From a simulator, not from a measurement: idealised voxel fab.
The name of this process module is voxel quadruple lines.
In the cross-section labelled cut, the width is 265 nm and each square cell is 5 nm.
Think of the cross-section as a grid of square cells. We describe it in bands, top to bottom, and each band covers one or more rows of those cells. Band: top and bottom heights (nm) first, top before bottom; then materials from left to right, widths in nm. "everywhere" marks a sole material filling the band edge to edge. "empty" denotes empty space. We count height from 0. Below that, the starting wafer is all one material. The lowest band never ends at the bottom but goes on down; see "0 down" for how that is written. The expression "30->40" gives the width at the extremes of the band, the first number at its top row of cells and the second at its bottom row, with the width changing by equal amounts from each row to the next in between. No cell of the cross-section changed in a step that is given as "no modifications". Each empty space that has no open way to the top and spans at least 8 cells appears under "Closed internal voids" as width x height at distance, the distance counted from the left edge, all in nm. Anything after a step's settings on that line? It's the simulator's own note about the step. Regarding "overlay nm": on a step with a mask, it is the distance the mask lay to the right of its planned place; a negative value places it to the left.
[Steps in the process plan]
| 1 | RECEIVE: material Si |
| 2 | CONFORMAL_DEP: material SiO2, thk nm 5 |
| 3 | DIRECTIONAL_DEP: material TiN, thk nm 10 |
| 4 | DIRECTIONAL_DEP: material polySi, thk nm 15 |
| 5 | DIRECTIONAL_DEP: material aC, thk nm 25 |
| 6 | PATTERN: tone cover, mask id MANDREL, material resist, width nm 25, pitch nm 80, thk nm 30, overlay nm 0 |
| 7 | DIRECTIONAL_ETCH: etch materials aC, depth nm 25 |
| 8 | STRIP: etch materials resist |
| 9 | CONFORMAL_DEP: material SiO2, thk nm 15 |
| 10 | DIRECTIONAL_ETCH: etch materials SiO2, depth nm 15 |
| 11 | STRIP: etch materials aC |
| 12 | DIRECTIONAL_ETCH: etch materials polySi, depth nm 15 |
| 13 | STRIP: etch materials SiO2 |
| 14 | CONFORMAL_DEP: material SiCN, thk nm 5 |
| 15 | DIRECTIONAL_ETCH: etch materials SiCN, depth nm 5 |
| 16 | STRIP: etch materials polySi |
| 17 | DIRECTIONAL_ETCH: etch materials TiN, depth nm 10 |
| 18 | STRIP: etch materials SiCN |
[Received-state cross-section, reflecting completion of step 1]
    0 down = Si everywhere
    Closed internal voids: none
[As-planned run: cross-section of the first of two wafers at end of module]
    15 to 5 = empty 60 | TiN 5 | empty 15 | TiN 5 | empty 15 | TiN 5 | empty 15 | TiN 5 | empty 15 | TiN 5 | empty 15 | TiN 5 | empty 15 | TiN 5 | empty 15 | TiN 5 | empty 60
    5 to 0 = SiO2 everywhere
    0 down = Si everywhere
    Closed internal voids: none
[Cross-sectional view of the second of two wafers upon completion of the module. This wafer shared its starting condition and process plan with the first; one error was made during its execution]
    20 to 5 = polySi everywhere
    5 to 0 = SiO2 everywhere
    0 down = Si everywhere
    Closed internal voids: none
Processing error: transposition of steps 3 and 4 relative to the planned sequence
The final cell counts differ between the wafers, with the second having more or fewer of some materials than the first: TiN -16, polySi +159
